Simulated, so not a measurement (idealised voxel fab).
The following process module bears the name voxel self aligned vias.
Cross-section cut: width 180 nm, square cells of 5 nm.
Cross-section spec: square-cell grid; bands listed top down; each band is one or more rows.
The band entry comprises the height of the band's top followed by the height of its bottom, expressed in nm, and subsequently the band's materials from left to right, each stated together with its width in nm. Where a single material is marked with the word "all across", that material fills the band from edge to edge. The word "air" represents empty space.
Ref level 0: as-received wafer is one material below here. Bottom band extends down with no lower bound ("0 -> down").
When a width is written as two numbers, as in "30..40", the first number is the width in the top row of cells of the band and the second is the width in its bottom row, and the width changes by the same amount from each row to the next.
Reading "no change" for a step: not a cell of the cross-section changed in it.
Entry "Closed internal cavities" = empty spaces >= 8 cells with no open way to the top; each as width x height at distance, distance from left edge, all nm.
after a step's settings: what the simulator itself notes on the step
Each step line may optionally specify "overlay nm", which for a step with a mask gives the rightward distance between the mask's planned place and where it lay, a negative value indicating the leftward direction.
Reading guide: pairs of cross-sections, before and after one process step; after view cut off at lowest changed band; step and settings listed under each pair. Pairs may stem from different runs of this module on the same starting wafer; continuity with the pair above only where the "Pre-step snapshot" entry states it.
Pre-step snapshot
* 60 -> 50: lowk (15); TiN (5); W (30); TiN (5); lowk (15); TiN (5); W (30); TiN (5); lowk (15); TiN (5); W (30); TiN (5); lowk (15)
* 50 -> 45: lowk (15); TiN (40); lowk (15); TiN (40); lowk (15); TiN (40); lowk (15)
* 45 -> 40: SiCN all across
* 40 -> 15: lowk all across
* 15 -> 0: SiO2 all across
* 0 -> down: Si all across
* Closed internal cavities: none
Resulting Cross-Section
* 65 -> 60: SiN all across
* Everything under 60 stays put, no change at all.
* Closed internal cavities: none
Step linking the sections shown: CONFORMAL_DEP,material SiN,thk nm 5
Pre-step snapshot
* 0 -> down: Si all across
* Closed internal cavities: none
Resulting Cross-Section
* 5 -> 0: SiO2 all across
* Everything under 0 stays put, no change at all.
* Closed internal cavities: none
Step linking the sections shown: CONFORMAL_DEP,material SiO2,thk nm 5
Pre-step snapshot: after-state, pair directly above.
Resulting Cross-Section
* 10 -> 5: SiCN all across
* Everything under 5 stays put, no change at all.
* Closed internal cavities: none
Step linking the sections shown: CONFORMAL_DEP,material SiCN,thk nm 5
Pre-step snapshot: after-state, pair directly above.
Resulting Cross-Section
* 35 -> 10: lowk all across
* Everything under 10 stays put, no change at all.
* Closed internal cavities: none
Step linking the sections shown: DIRECTIONAL_DEP,material lowk,thk nm 25
Pre-step snapshot: after-state, pair directly above.
Resulting Cross-Section
* 45 -> 35: aC all across
* Everything under 35 stays put, no change at all.
* Closed internal cavities: none
Step linking the sections shown: DIRECTIONAL_DEP,material aC,thk nm 10
Pre-step snapshot: after-state, pair directly above.
Resulting Cross-Section
* 70 -> 45: resist (25); air (20); resist (35); air (20); resist (35); air (20); resist (25)
* Everything under 45 stays put, no change at all.
* Closed internal cavities: none
Step linking the sections shown: PATTERN,tone open,mask id LINES,material resist,width nm 20,pitch nm 55,thk nm 25,overlay nm 0
Pre-step snapshot: after-state, pair directly above.
Resulting Cross-Section
* 60 -> 45: resist (25); air (20); resist (35); air (20); resist (35); air (20); resist (25)
* 45 -> 35: aC (25); air (20); aC (35); air (20); aC (35); air (20); aC (25)
* Everything under 35 stays put, no change at all.
* Closed internal cavities: none
Step linking the sections shown: DIRECTIONAL_ETCH,etch materials aC,depth nm 10
Pre-step snapshot: after-state, pair directly above.
Resulting Cross-Section
* 45 -> 35: aC (25); air (20); aC (35); air (20); aC (35); air (20); aC (25)
* Everything under 35 stays put, no change at all.
* Closed internal cavities: none
Step linking the sections shown: STRIP,etch materials resist
Pre-step snapshot: after-state, pair directly above.
Resulting Cross-Section
* 45 -> 35: aC (25); air (20); aC (35); air (20); aC (35); air (20); aC (25)
* 35 -> 10: lowk (25); air (20); lowk (35); air (20); lowk (35); air (20); lowk (25)
* Everything under 10 stays put, no change at all.
* Closed internal cavities: none
Step linking the sections shown: DIRECTIONAL_ETCH,etch materials lowk,depth nm 25
Pre-step snapshot: after-state, pair directly above.
Resulting Cross-Section
* 35 -> 10: lowk (25); air (20); lowk (35); air (20); lowk (35); air (20); lowk (25)
* Everything under 10 stays put, no change at all.
* Closed internal cavities: none
Step linking the sections shown: STRIP,etch materials aC
Pre-step snapshot: after-state, pair directly above.
Resulting Cross-Section
* 40 -> 35: TiN (30); air (10); TiN (45); air (10); TiN (45); air (10); TiN (30)
* 35 -> 15: lowk (25); TiN (5); air (10); TiN (5); lowk (35); TiN (5); air (10); TiN (5); lowk (35); TiN (5); air (10); TiN (5); lowk (25)
* 15 -> 10: lowk (25); TiN (20); lowk (35); TiN (20); lowk (35); TiN (20); lowk (25)
* Everything under 10 stays put, no change at all.
* Closed internal cavities: none
Step linking the sections shown: CONFORMAL_DEP,material TiN,thk nm 5
Pre-step snapshot: after-state, pair directly above.
Resulting Cross-Section
* 45 -> 40: Ru all across
* 40 -> 35: TiN (30); Ru (10); TiN (45); Ru (10); TiN (45); Ru (10); TiN (30)
* 35 -> 15: lowk (25); TiN (5); Ru (10); TiN (5); lowk (35); TiN (5); Ru (10); TiN (5); lowk (35); TiN (5); Ru (10); TiN (5); lowk (25)
* Everything under 15 stays put, no change at all.
* Closed internal cavities: none
Step linking the sections shown: FILL_DEP,material Ru,thk nm 5
Pre-step snapshot: after-state, pair directly above.
Resulting Cross-Section
* 40 -> 35: TiN (30); Ru (10); TiN (45); Ru (10); TiN (45); Ru (10); TiN (30)
* Everything under 35 stays put, no change at all.
* Closed internal cavities: none
Step linking the sections shown: SELECTIVE_ETCH,etch materials W Ru TiN,depth nm 5
Pre-step snapshot: after-state, pair directly above.
Resulting Cross-Section
* 50 -> 40: SiN all across
* Everything under 40 stays put, no change at all.
* Closed internal cavities: none
Step linking the sections shown: FILL_DEP,material SiN,thk nm 10
Pre-step snapshot: after-state, pair directly above.
Resulting Cross-Section
* 45 -> 40: SiN all across
* Everything under 40 stays put, no change at all.
* Closed internal cavities: none
Step linking the sections shown: CMP,height nm 45
Pre-step snapshot: after-state, pair directly above.
Resulting Cross-Section
* 60 -> 45: lowk all across
* Everything under 45 stays put, no change at all.
* Closed internal cavities: none
Step linking the sections shown: DIRECTIONAL_DEP,material lowk,thk nm 15
Pre-step snapshot: after-state, pair directly above.
Resulting Cross-Section
* 75 -> 60: resist (15); air (40); resist (15); air (40); resist (15); air (40); resist (15)
* Everything under 60 stays put, no change at all.
* Closed internal cavities: none
Step linking the sections shown: PATTERN,tone open,mask id VIAS,material resist,width nm 40,pitch nm 55,thk nm 15,overlay nm 0
Pre-step snapshot: after-state, pair directly above.
Resulting Cross-Section
* 75 -> 60: resist (15); air (40); resist (15); air (40); resist (15); air (40); resist (15)
* 60 -> 45: lowk (15); air (40); lowk (15); air (40); lowk (15); air (40); lowk (15)
* Everything under 45 stays put, no change at all.
* Closed internal cavities: none
Step linking the sections shown: DIRECTIONAL_ETCH,etch materials lowk,depth nm 15
Pre-step snapshot: after-state, pair directly above.
Resulting Cross-Section
* 75 -> 60: resist (15); air (40); resist (15); air (40); resist (15); air (40); resist (15)
* 60 -> 45: lowk (15); air (40); lowk (15); air (40); lowk (15); air (40); lowk (15)
* 45 -> 40: SiN (15); air (40); SiN (15); air (40); SiN (15); air (40); SiN (15)
* Everything under 40 stays put, no change at all.
* Closed internal cavities: none
Step linking the sections shown: DIRECTIONAL_ETCH,etch materials SiN,depth nm 5
Pre-step snapshot: after-state, pair directly above.
Resulting Cross-Section
* 60 -> 45: lowk (15); air (40); lowk (15); air (40); lowk (15); air (40); lowk (15)
* Everything under 45 stays put, no change at all.
* Closed internal cavities: none
Step linking the sections shown: STRIP,etch materials resist
Pre-step snapshot: after-state, pair directly above.
Resulting Cross-Section
* 65 -> 60: TiN (20); air (30); TiN (25); air (30); TiN (25); air (30); TiN (20)
* 60 -> 45: lowk (15); TiN (5); air (30); TiN (5); lowk (15); TiN (5); air (30); TiN (5); lowk (15); TiN (5); air (30); TiN (5); lowk (15)
* 45 -> 40: SiN (15); TiN (40); SiN (15); TiN (40); SiN (15); TiN (40); SiN (15)
* Everything under 40 stays put, no change at all.
* Closed internal cavities: none
Step linking the sections shown: CONFORMAL_DEP,material TiN,thk nm 5
Pre-step snapshot: after-state, pair directly above.
Resulting Cross-Section
* 75 -> 65: W all across
* 65 -> 60: TiN (20); W (30); TiN (25); W (30); TiN (25); W (30); TiN (20)
* 60 -> 45: lowk (15); TiN (5); W (30); TiN (5); lowk (15); TiN (5); W (30); TiN (5); lowk (15); TiN (5); W (30); TiN (5); lowk (15)
* Everything under 45 stays put, no change at all.
* Closed internal cavities: none
Step linking the sections shown: FILL_DEP,material W,thk nm 10
Pre-step snapshot: after-state, pair directly above.
Resulting Cross-Section
* 60 -> 45: lowk (15); TiN (5); W (30); TiN (5); lowk (15); TiN (5); W (30); TiN (5); lowk (15); TiN (5); W (30); TiN (5); lowk (15)
* Everything under 45 stays put, no change at all.
* Closed internal cavities: none
Step linking the sections shown: CMP,height nm 60
Pre-step snapshot: after-state, pair directly above.
Resulting Cross-Section
* 65 -> 60: SiN all across
* Everything under 60 stays put, no change at all.
* Closed internal cavities: none
Step linking the sections shown: CONFORMAL_DEP,material SiN,thk nm 5
Pre-step snapshot
* 55 -> 45: aC all across
* 45 -> 20: lowk all across
* 20 -> 15: SiCN all across
* 15 -> 0: SiO2 all across
* 0 -> down: Si all across
* Closed internal cavities: none
Resulting Cross-Section
* 80 -> 55: resist (30); air (15); resist (40); air (15); resist (40); air (15); resist (25)
* Everything under 55 stays put, no change at all.
* Closed internal cavities: none
Step linking the sections shown: PATTERN,tone open,mask id LINES,material resist,width nm 15,pitch nm 55,thk nm 25,overlay nm 0
Pre-step snapshot: after-state, pair directly above.
Resulting Cross-Section
* 70 -> 55: resist (30); air (15); resist (40); air (15); resist (40); air (15); resist (25)
* 55 -> 45: aC (30); air (15); aC (40); air (15); aC (40); air (15); aC (25)
* Everything under 45 stays put, no change at all.
* Closed internal cavities: none
Step linking the sections shown: DIRECTIONAL_ETCH,etch materials aC,depth nm 10
Pre-step snapshot: after-state, pair directly above.
Resulting Cross-Section
* 55 -> 45: aC (30); air (15); aC (40); air (15); aC (40); air (15); aC (25)
* Everything under 45 stays put, no change at all.
* Closed internal cavities: none
Step linking the sections shown: STRIP,etch materials resist
Pre-step snapshot: after-state, pair directly above.
Resulting Cross-Section
* 55 -> 45: aC (30); air (15); aC (40); air (15); aC (40); air (15); aC (25)
* 45 -> 20: lowk (30); air (15); lowk (40); air (15); lowk (40); air (15); lowk (25)
* Everything under 20 stays put, no change at all.
* Closed internal cavities: none
Step linking the sections shown: DIRECTIONAL_ETCH,etch materials lowk,depth nm 25
Pre-step snapshot: after-state, pair directly above.
Resulting Cross-Section
* 45 -> 20: lowk (30); air (15); lowk (40); air (15); lowk (40); air (15); lowk (25)
* Everything under 20 stays put, no change at all.
* Closed internal cavities: none
Step linking the sections shown: STRIP,etch materials aC
Pre-step snapshot: after-state, pair directly above.
Resulting Cross-Section
* 50 -> 45: TiN (35); air (5); TiN (50); air (5); TiN (50); air (5); TiN (30)
* 45 -> 25: lowk (30); TiN (5); air (5); TiN (5); lowk (40); TiN (5); air (5); TiN (5); lowk (40); TiN (5); air (5); TiN (5); lowk (25)
* 25 -> 20: lowk (30); TiN (15); lowk (40); TiN (15); lowk (40); TiN (15); lowk (25)
* Everything under 20 stays put, no change at all.
* Closed internal cavities: none
Step linking the sections shown: CONFORMAL_DEP,material TiN,thk nm 5
Pre-step snapshot: after-state, pair directly above.
Resulting Cross-Section
* 55 -> 50: Ru all across
* 50 -> 45: TiN (35); Ru (5); TiN (50); Ru (5); TiN (50); Ru (5); TiN (30)
* 45 -> 25: lowk (30); TiN (5); Ru (5); TiN (5); lowk (40); TiN (5); Ru (5); TiN (5); lowk (40); TiN (5); Ru (5); TiN (5); lowk (25)
* Everything under 25 stays put, no change at all.
* Closed internal cavities: none
Step linking the sections shown: FILL_DEP,material Ru,thk nm 5
Pre-step snapshot: after-state, pair directly above.
Resulting Cross-Section
* 45 -> 25: lowk (30); TiN (5); Ru (5); TiN (5); lowk (40); TiN (5); Ru (5); TiN (5); lowk (40); TiN (5); Ru (5); TiN (5); lowk (25)
* Everything under 25 stays put, no change at all.
* Closed internal cavities: none
Step linking the sections shown: CMP,height nm 45
Pre-step snapshot: after-state, pair directly above.
Resulting Cross-Section
* 45 -> 40: lowk (30); air (15); lowk (40); air (15); lowk (40); air (15); lowk (25)
* Everything under 40 stays put, no change at all.
* Closed internal cavities: none
Step linking the sections shown: SELECTIVE_ETCH,etch materials W Ru TiN,depth nm 5
Pre-step snapshot: after-state, pair directly above.
Resulting Cross-Section
* 55 -> 45: SiN all across
* 45 -> 40: lowk (30); SiN (15); lowk (40); SiN (15); lowk (40); SiN (15); lowk (25)
* Everything under 40 stays put, no change at all.
* Closed internal cavities: none
Step linking the sections shown: FILL_DEP,material SiN,thk nm 10
Pre-step snapshot: after-state, pair directly above.
Resulting Cross-Section
* 45 -> 40: lowk (30); SiN (15); lowk (40); SiN (15); lowk (40); SiN (15); lowk (25)
* Everything under 40 stays put, no change at all.
* Closed internal cavities: none
Step linking the sections shown: CMP,height nm 45
Pre-step snapshot: after-state, pair directly above.
Resulting Cross-Section
* 60 -> 45: lowk all across
* Everything under 45 stays put, no change at all.
* Closed internal cavities: none
Step linking the sections shown: DIRECTIONAL_DEP,material lowk,thk nm 15
Pre-step snapshot: after-state, pair directly above.
Resulting Cross-Section
* 75 -> 60: resist (15); air (40); resist (15); air (40); resist (15); air (40); resist (15)
* Everything under 60 stays put, no change at all.
* Closed internal cavities: none
Step linking the sections shown: PATTERN,tone open,mask id VIAS,material resist,width nm 40,pitch nm 55,thk nm 15,overlay nm 0
Pre-step snapshot: after-state, pair directly above.
Resulting Cross-Section
* 75 -> 60: resist (15); air (40); resist (15); air (40); resist (15); air (40); resist (15)
* 60 -> 45: lowk (15); air (40); lowk (15); air (40); lowk (15); air (40); lowk (15)
* Everything under 45 stays put, no change at all.
* Closed internal cavities: none
Step linking the sections shown: DIRECTIONAL_ETCH,etch materials lowk,depth nm 15
Pre-step snapshot: after-state, pair directly above.
Resulting Cross-Section
* 75 -> 60: resist (15); air (40); resist (15); air (40); resist (15); air (40); resist (15)
* 60 -> 45: lowk (15); air (40); lowk (15); air (40); lowk (15); air (40); lowk (15)
* 45 -> 40: lowk (30); air (15); lowk (40); air (15); lowk (40); air (15); lowk (25)
* Everything under 40 stays put, no change at all.
* Closed internal cavities: none
Step linking the sections shown: DIRECTIONAL_ETCH,etch materials SiN,depth nm 5
Pre-step snapshot: after-state, pair directly above.
Resulting Cross-Section
* 60 -> 45: lowk (15); air (40); lowk (15); air (40); lowk (15); air (40); lowk (15)
* Everything under 45 stays put, no change at all.
* Closed internal cavities: none
Step linking the sections shown: STRIP,etch materials resist
Pre-step snapshot: after-state, pair directly above.
Resulting Cross-Section
* 65 -> 60: TiN (20); air (30); TiN (25); air (30); TiN (25); air (30); TiN (20)
* 60 -> 50: lowk (15); TiN (5); air (30); TiN (5); lowk (15); TiN (5); air (30); TiN (5); lowk (15); TiN (5); air (30); TiN (5); lowk (15)
* 50 -> 45: lowk (15); TiN (20); air (5); TiN (15); lowk (15); TiN (20); air (5); TiN (15); lowk (15); TiN (20); air (5); TiN (15); lowk (15)
* 45 -> 40: lowk (30); TiN (15); lowk (40); TiN (15); lowk (40); TiN (15); lowk (25)
* Everything under 40 stays put, no change at all.
* Closed internal cavities: none
Step linking the sections shown: CONFORMAL_DEP,material TiN,thk nm 5
Pre-step snapshot: after-state, pair directly above.
Resulting Cross-Section
* 75 -> 65: W all across
* 65 -> 60: TiN (20); W (30); TiN (25); W (30); TiN (25); W (30); TiN (20)
* 60 -> 50: lowk (15); TiN (5); W (30); TiN (5); lowk (15); TiN (5); W (30); TiN (5); lowk (15); TiN (5); W (30); TiN (5); lowk (15)
* 50 -> 45: lowk (15); TiN (20); W (5); TiN (15); lowk (15); TiN (20); W (5); TiN (15); lowk (15); TiN (20); W (5); TiN (15); lowk (15)
* Everything under 45 stays put, no change at all.
* Closed internal cavities: none
Step linking the sections shown: FILL_DEP,material W,thk nm 10
Pre-step snapshot: after-state, pair directly above.
Resulting Cross-Section
* 60 -> 50: lowk (15); TiN (5); W (30); TiN (5); lowk (15); TiN (5); W (30); TiN (5); lowk (15); TiN (5); W (30); TiN (5); lowk (15)
* Everything under 50 stays put, no change at all.
* Closed internal cavities: none
Step linking the sections shown: CMP,height nm 60
Pre-step snapshot: after-state, pair directly above.
Resulting Cross-Section
* 65 -> 60: SiN all across
* Everything under 60 stays put, no change at all.
* Closed internal cavities: none
Step linking the sections shown: CONFORMAL_DEP,material SiN,thk nm 5
Pre-step snapshot
* 55 -> 45: aC all across
* 45 -> 20: lowk all across
* 20 -> 15: SiCN all across
* 15 -> 0: SiO2 all across
* 0 -> down: Si all across
* Closed internal cavities: none
Resulting Cross-Section
* 80 -> 55: resist (20); air (20); resist (35); air (20); resist (35); air (20); resist (30)
* Everything under 55 stays put, no change at all.
* Closed internal cavities: none
Step linking the sections shown: PATTERN,tone open,mask id LINES,material resist,width nm 20,pitch nm 55,thk nm 25,overlay nm -5
Pre-step snapshot: after-state, pair directly above.
Resulting Cross-Section
* 70 -> 55: resist (20); air (20); resist (35); air (20); resist (35); air (20); resist (30)
* 55 -> 45: aC (20); air (20); aC (35); air (20); aC (35); air (20); aC (30)
* Everything under 45 stays put, no change at all.
* Closed internal cavities: none
Step linking the sections shown: DIRECTIONAL_ETCH,etch materials aC,depth nm 10
Pre-step snapshot: after-state, pair directly above.
Resulting Cross-Section
* 55 -> 45: aC (20); air (20); aC (35); air (20); aC (35); air (20); aC (30)
* Everything under 45 stays put, no change at all.
* Closed internal cavities: none
Step linking the sections shown: STRIP,etch materials resist
Pre-step snapshot: after-state, pair directly above.
Resulting Cross-Section
* 55 -> 45: aC (20); air (20); aC (35); air (20); aC (35); air (20); aC (30)
* 45 -> 20: lowk (20); air (20); lowk (35); air (20); lowk (35); air (20); lowk (30)
* Everything under 20 stays put, no change at all.
* Closed internal cavities: none
Step linking the sections shown: DIRECTIONAL_ETCH,etch materials lowk,depth nm 25
Pre-step snapshot: after-state, pair directly above.
Resulting Cross-Section
* 45 -> 20: lowk (20); air (20); lowk (35); air (20); lowk (35); air (20); lowk (30)
* Everything under 20 stays put, no change at all.
* Closed internal cavities: none
Step linking the sections shown: STRIP,etch materials aC
Pre-step snapshot: after-state, pair directly above.
Resulting Cross-Section
* 50 -> 45: TiN (25); air (10); TiN (45); air (10); TiN (45); air (10); TiN (35)
* 45 -> 25: lowk (20); TiN (5); air (10); TiN (5); lowk (35); TiN (5); air (10); TiN (5); lowk (35); TiN (5); air (10); TiN (5); lowk (30)
* 25 -> 20: lowk (20); TiN (20); lowk (35); TiN (20); lowk (35); TiN (20); lowk (30)
* Everything under 20 stays put, no change at all.
* Closed internal cavities: none
Step linking the sections shown: CONFORMAL_DEP,material TiN,thk nm 5
Pre-step snapshot: after-state, pair directly above.
Resulting Cross-Section
* 55 -> 50: Ru all across
* 50 -> 45: TiN (25); Ru (10); TiN (45); Ru (10); TiN (45); Ru (10); TiN (35)
* 45 -> 25: lowk (20); TiN (5); Ru (10); TiN (5); lowk (35); TiN (5); Ru (10); TiN (5); lowk (35); TiN (5); Ru (10); TiN (5); lowk (30)
* Everything under 25 stays put, no change at all.
* Closed internal cavities: none
Step linking the sections shown: FILL_DEP,material Ru,thk nm 5
Pre-step snapshot: after-state, pair directly above.
Resulting Cross-Section
* 45 -> 25: lowk (20); TiN (5); Ru (10); TiN (5); lowk (35); TiN (5); Ru (10); TiN (5); lowk (35); TiN (5); Ru (10); TiN (5); lowk (30)
* Everything under 25 stays put, no change at all.
* Closed internal cavities: none
Step linking the sections shown: CMP,height nm 45
Pre-step snapshot: after-state, pair directly above.
Resulting Cross-Section
* 45 -> 40: lowk (20); air (20); lowk (35); air (20); lowk (35); air (20); lowk (30)
* Everything under 40 stays put, no change at all.
* Closed internal cavities: none
Step linking the sections shown: SELECTIVE_ETCH,etch materials W Ru TiN,depth nm 5
Pre-step snapshot: after-state, pair directly above.
Resulting Cross-Section
* 55 -> 45: SiN all across
* 45 -> 40: lowk (20); SiN (20); lowk (35); SiN (20); lowk (35); SiN (20); lowk (30)
* Everything under 40 stays put, no change at all.
* Closed internal cavities: none
Step linking the sections shown: FILL_DEP,material SiN,thk nm 10
Pre-step snapshot: after-state, pair directly above.
Resulting Cross-Section
* 45 -> 40: lowk (20); SiN (20); lowk (35); SiN (20); lowk (35); SiN (20); lowk (30)
* Everything under 40 stays put, no change at all.
* Closed internal cavities: none
Step linking the sections shown: CMP,height nm 45
Pre-step snapshot: after-state, pair directly above.
Resulting Cross-Section
* 60 -> 45: lowk all across
* Everything under 45 stays put, no change at all.
* Closed internal cavities: none
Step linking the sections shown: DIRECTIONAL_DEP,material lowk,thk nm 15
Pre-step snapshot: after-state, pair directly above.
Resulting Cross-Section
* 75 -> 60: resist (15); air (40); resist (15); air (40); resist (15); air (40); resist (15)
* Everything under 60 stays put, no change at all.
* Closed internal cavities: none
Step linking the sections shown: PATTERN,tone open,mask id VIAS,material resist,width nm 40,pitch nm 55,thk nm 15,overlay nm 0
Pre-step snapshot: after-state, pair directly above.
Resulting Cross-Section
* 75 -> 60: resist (15); air (40); resist (15); air (40); resist (15); air (40); resist (15)
* 60 -> 45: lowk (15); air (40); lowk (15); air (40); lowk (15); air (40); lowk (15)
* Everything under 45 stays put, no change at all.
* Closed internal cavities: none
Step linking the sections shown: DIRECTIONAL_ETCH,etch materials lowk,depth nm 15
Pre-step snapshot: after-state, pair directly above.
Resulting Cross-Section
* 75 -> 60: resist (15); air (40); resist (15); air (40); resist (15); air (40); resist (15)
* 60 -> 45: lowk (15); air (40); lowk (15); air (40); lowk (15); air (40); lowk (15)
* 45 -> 40: lowk (20); air (20); lowk (35); air (20); lowk (35); air (20); lowk (30)
* Everything under 40 stays put, no change at all.
* Closed internal cavities: none
Step linking the sections shown: DIRECTIONAL_ETCH,etch materials SiN,depth nm 5
Pre-step snapshot: after-state, pair directly above.
Resulting Cross-Section
* 60 -> 45: lowk (15); air (40); lowk (15); air (40); lowk (15); air (40); lowk (15)
* Everything under 45 stays put, no change at all.
* Closed internal cavities: none
Step linking the sections shown: STRIP,etch materials resist
Pre-step snapshot: after-state, pair directly above.
Resulting Cross-Section
* 65 -> 60: TiN (20); air (30); TiN (25); air (30); TiN (25); air (30); TiN (20)
* 60 -> 50: lowk (15); TiN (5); air (30); TiN (5); lowk (15); TiN (5); air (30); TiN (5); lowk (15); TiN (5); air (30); TiN (5); lowk (15)
* 50 -> 45: lowk (15); TiN (10); air (10); TiN (20); lowk (15); TiN (10); air (10); TiN (20); lowk (15); TiN (10); air (10); TiN (20); lowk (15)
* 45 -> 40: lowk (20); TiN (20); lowk (35); TiN (20); lowk (35); TiN (20); lowk (30)
* Everything under 40 stays put, no change at all.
* Closed internal cavities: none
Step linking the sections shown: CONFORMAL_DEP,material TiN,thk nm 5
Pre-step snapshot: after-state, pair directly above.
Resulting Cross-Section
* 75 -> 65: W all across
* 65 -> 60: TiN (20); W (30); TiN (25); W (30); TiN (25); W (30); TiN (20)
* 60 -> 50: lowk (15); TiN (5); W (30); TiN (5); lowk (15); TiN (5); W (30); TiN (5); lowk (15); TiN (5); W (30); TiN (5); lowk (15)
* 50 -> 45: lowk (15); TiN (10); W (10); TiN (20); lowk (15); TiN (10); W (10); TiN (20); lowk (15); TiN (10); W (10); TiN (20); lowk (15)
* Everything under 45 stays put, no change at all.
* Closed internal cavities: none
Step linking the sections shown: FILL_DEP,material W,thk nm 10
Pre-step snapshot: after-state, pair directly above.
Resulting Cross-Section
* 60 -> 50: lowk (15); TiN (5); W (30); TiN (5); lowk (15); TiN (5); W (30); TiN (5); lowk (15); TiN (5); W (30); TiN (5); lowk (15)
* Everything under 50 stays put, no change at all.
* Closed internal cavities: none
Step linking the sections shown: CMP,height nm 60
Pre-step snapshot: after-state, pair directly above.
Resulting Cross-Section
* 65 -> 60: SiN all across
* Everything under 60 stays put, no change at all.
* Closed internal cavities: none
Step linking the sections shown: CONFORMAL_DEP,material SiN,thk nm 5
Pre-step snapshot
* 45 -> 20: lowk (25); air (20); lowk (35); air (20); lowk (35); air (20); lowk (25)
* 20 -> 15: SiCN all across
* 15 -> 0: SiO2 all across
* 0 -> down: Si all across
* Closed internal cavities: none
Resulting Cross-Section
* 50 -> 45: SiO2 (30); air (10); SiO2 (45); air (10); SiO2 (45); air (10); SiO2 (30)
* 45 -> 25: lowk (25); SiO2 (5); air (10); SiO2 (5); lowk (35); SiO2 (5); air (10); SiO2 (5); lowk (35); SiO2 (5); air (10); SiO2 (5); lowk (25)
* 25 -> 20: lowk (25); SiO2 (20); lowk (35); SiO2 (20); lowk (35); SiO2 (20); lowk (25)
* Everything under 20 stays put, no change at all.
* Closed internal cavities: none
Step linking the sections shown: CONFORMAL_DEP,material SiO2,thk nm 5
Pre-step snapshot: after-state, pair directly above.
Resulting Cross-Section
* 55 -> 50: Ru all across
* 50 -> 45: SiO2 (30); Ru (10); SiO2 (45); Ru (10); SiO2 (45); Ru (10); SiO2 (30)
* 45 -> 25: lowk (25); SiO2 (5); Ru (10); SiO2 (5); lowk (35); SiO2 (5); Ru (10); SiO2 (5); lowk (35); SiO2 (5); Ru (10); SiO2 (5); lowk (25)
* Everything under 25 stays put, no change at all.
* Closed internal cavities: none
Step linking the sections shown: FILL_DEP,material Ru,thk nm 5
Pre-step snapshot: after-state, pair directly above.
Resulting Cross-Section
* 45 -> 25: lowk (25); SiO2 (5); Ru (10); SiO2 (5); lowk (35); SiO2 (5); Ru (10); SiO2 (5); lowk (35); SiO2 (5); Ru (10); SiO2 (5); lowk (25)
* Everything under 25 stays put, no change at all.
* Closed internal cavities: none
Step linking the sections shown: CMP,height nm 45
Pre-step snapshot: after-state, pair directly above.
Resulting Cross-Section
* 45 -> 40: lowk (25); SiO2 (5); air (10); SiO2 (5); lowk (35); SiO2 (5); air (10); SiO2 (5); lowk (35); SiO2 (5); air (10); SiO2 (5); lowk (25)
* Everything under 40 stays put, no change at all.
* Closed internal cavities: none
Step linking the sections shown: SELECTIVE_ETCH,etch materials W Ru TiN,depth nm 5
Pre-step snapshot: after-state, pair directly above.
Resulting Cross-Section
* 55 -> 45: SiN all across
* 45 -> 40: lowk (25); SiO2 (5); SiN (10); SiO2 (5); lowk (35); SiO2 (5); SiN (10); SiO2 (5); lowk (35); SiO2 (5); SiN (10); SiO2 (5); lowk (25)
* Everything under 40 stays put, no change at all.
* Closed internal cavities: none
Step linking the sections shown: FILL_DEP,material SiN,thk nm 10
Pre-step snapshot: after-state, pair directly above.
Resulting Cross-Section
* 45 -> 40: lowk (25); SiO2 (5); SiN (10); SiO2 (5); lowk (35); SiO2 (5); SiN (10); SiO2 (5); lowk (35); SiO2 (5); SiN (10); SiO2 (5); lowk (25)
* Everything under 40 stays put, no change at all.
* Closed internal cavities: none
Step linking the sections shown: CMP,height nm 45
Pre-step snapshot: after-state, pair directly above.
Resulting Cross-Section
* 60 -> 45: lowk all across
* Everything under 45 stays put, no change at all.
* Closed internal cavities: none
Step linking the sections shown: DIRECTIONAL_DEP,material lowk,thk nm 15
Pre-step snapshot: after-state, pair directly above.
Resulting Cross-Section
* 75 -> 60: resist (15); air (40); resist (15); air (40); resist (15); air (40); resist (15)
* Everything under 60 stays put, no change at all.
* Closed internal cavities: none
Step linking the sections shown: PATTERN,tone open,mask id VIAS,material resist,width nm 40,pitch nm 55,thk nm 15,overlay nm 0
Pre-step snapshot: after-state, pair directly above.
Resulting Cross-Section
* 75 -> 60: resist (15); air (40); resist (15); air (40); resist (15); air (40); resist (15)
* 60 -> 45: lowk (15); air (40); lowk (15); air (40); lowk (15); air (40); lowk (15)
* Everything under 45 stays put, no change at all.
* Closed internal cavities: none
Step linking the sections shown: DIRECTIONAL_ETCH,etch materials lowk,depth nm 15
Pre-step snapshot: after-state, pair directly above.
Resulting Cross-Section
* 75 -> 60: resist (15); air (40); resist (15); air (40); resist (15); air (40); resist (15)
* 60 -> 45: lowk (15); air (40); lowk (15); air (40); lowk (15); air (40); lowk (15)
* 45 -> 40: lowk (25); SiO2 (5); air (10); SiO2 (5); lowk (35); SiO2 (5); air (10); SiO2 (5); lowk (35); SiO2 (5); air (10); SiO2 (5); lowk (25)
* Everything under 40 stays put, no change at all.
* Closed internal cavities: none
Step linking the sections shown: DIRECTIONAL_ETCH,etch materials SiN,depth nm 5
Pre-step snapshot: after-state, pair directly above.
Resulting Cross-Section
* 60 -> 45: lowk (15); air (40); lowk (15); air (40); lowk (15); air (40); lowk (15)
* Everything under 45 stays put, no change at all.
* Closed internal cavities: none
Step linking the sections shown: STRIP,etch materials resist
Pre-step snapshot: after-state, pair directly above.
Resulting Cross-Section
* 65 -> 60: TiN (20); air (30); TiN (25); air (30); TiN (25); air (30); TiN (20)
* 60 -> 50: lowk (15); TiN (5); air (30); TiN (5); lowk (15); TiN (5); air (30); TiN (5); lowk (15); TiN (5); air (30); TiN (5); lowk (15)
* 50 -> 45: lowk (15); TiN (40); lowk (15); TiN (40); lowk (15); TiN (40); lowk (15)
* 45 -> 40: lowk (25); SiO2 (5); TiN (10); SiO2 (5); lowk (35); SiO2 (5); TiN (10); SiO2 (5); lowk (35); SiO2 (5); TiN (10); SiO2 (5); lowk (25)
* Everything under 40 stays put, no change at all.
* Closed internal cavities: none
Step linking the sections shown: CONFORMAL_DEP,material TiN,thk nm 5
Pre-step snapshot: after-state, pair directly above.
Resulting Cross-Section
* 75 -> 65: W all across
* 65 -> 60: TiN (20); W (30); TiN (25); W (30); TiN (25); W (30); TiN (20)
* 60 -> 50: lowk (15); TiN (5); W (30); TiN (5); lowk (15); TiN (5); W (30); TiN (5); lowk (15); TiN (5); W (30); TiN (5); lowk (15)
* Everything under 50 stays put, no change at all.
* Closed internal cavities: none
Step linking the sections shown: FILL_DEP,material W,thk nm 10
Pre-step snapshot: after-state, pair directly above.
Resulting Cross-Section
* 60 -> 50: lowk (15); TiN (5); W (30); TiN (5); lowk (15); TiN (5); W (30); TiN (5); lowk (15); TiN (5); W (30); TiN (5); lowk (15)
* Everything under 50 stays put, no change at all.
* Closed internal cavities: none
Step linking the sections shown: CMP,height nm 60
